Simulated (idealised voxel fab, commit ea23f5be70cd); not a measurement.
The name of this process module is voxel released beams.
The cross-section shown here is cut; it is 205 nm wide and divided into square cells measuring 5 nm on a side.
Cross-section = grid of square cells, listed top down in bands; band = one or more rows. It is stipulated that each band's entry specify, in nanometres, the height of the top of the band and then that of its bottom, followed by the materials of the band in left-to-right sequence, each together with its width in nanometres. A single material marked by the word "all across" is understood to fill the band from edge to edge; the word "blank" is understood to denote empty space. Measure heights from 0. That's the level where, below it, the as-received wafer is all one material. The lowest band is bottomless and extends downward; write it as in "z 0 and below". The expression "30 to 40" gives the width at the extremes of the band, the first number at its top row of cells and the second at its bottom row, with the width changing by equal amounts from each row to the next in between. "nothing changed", as given for a step, is the statement that not any cell of the cross-section underwent a change during that step. Reported under the label "Closed void register" are the empty spaces having no open way to the top and comprising 8 cells or more; the notation for each is width x height at distance, in which the distance is measured from the left edge and all three values are in nm. It should be noted that, on the line of a given step, the content following the step's settings is a remark produced by the simulator itself with respect to that step. A step's line can hold "overlay nm"; with a mask on that step, the setting says how far right of the planned place the mask lay, while a negative setting says it lay to the left.

# Process steps foreseen in the plan
1: RECEIVE | material Si
2: CONFORMAL_DEP | material SiN | thk nm 10
3: DIRECTIONAL_DEP | material SiO2 | thk nm 15
4: DIRECTIONAL_DEP | material aC | thk nm 10
5: PATTERN | tone open | mask id ANCHOR | material resist | width nm 25 | thk nm 30 | overlay nm 0
6: DIRECTIONAL_ETCH | etch materials aC | depth nm 10
7: STRIP | etch materials resist
8: DIRECTIONAL_ETCH | etch materials SiO2 | depth nm 15
9: STRIP | etch materials aC
10: CONFORMAL_DEP | material W | thk nm 10
11: DIRECTIONAL_DEP | material aC | thk nm 15
12: PATTERN | tone cover | mask id BEAM | material resist | width nm 90 | thk nm 35 | overlay nm 0
13: DIRECTIONAL_ETCH | etch materials aC | depth nm 15
14: STRIP | etch materials resist
15: DIRECTIONAL_ETCH | etch materials W | depth nm 10
16: STRIP | etch materials aC
17: STRIP | etch materials SiO2

# Received-state cross-section, reflecting completion of step 1
z 0 and below  Si all across
Closed void register: none

# Wafer at module end, in section. Began as above, planned as above, run with one mistake
z 35 to 25  45 blank / 25 W / 5 blank / 60 W / 70 blank
z 25 to 20  60 blank / 10 W / 5 blank / 10 W / 120 blank
z 20 to 10  60 blank / 25 W / 120 blank
z 10 to 0  SiN all across
z 0 and below  Si all across
Closed void register: none
Which mistake was made when the wafer was run? step 12 did not happen as planned, as run it was PATTERN | tone cover | mask id BEAM | material resist | width nm 90 | thk nm 35 | overlay nm -10
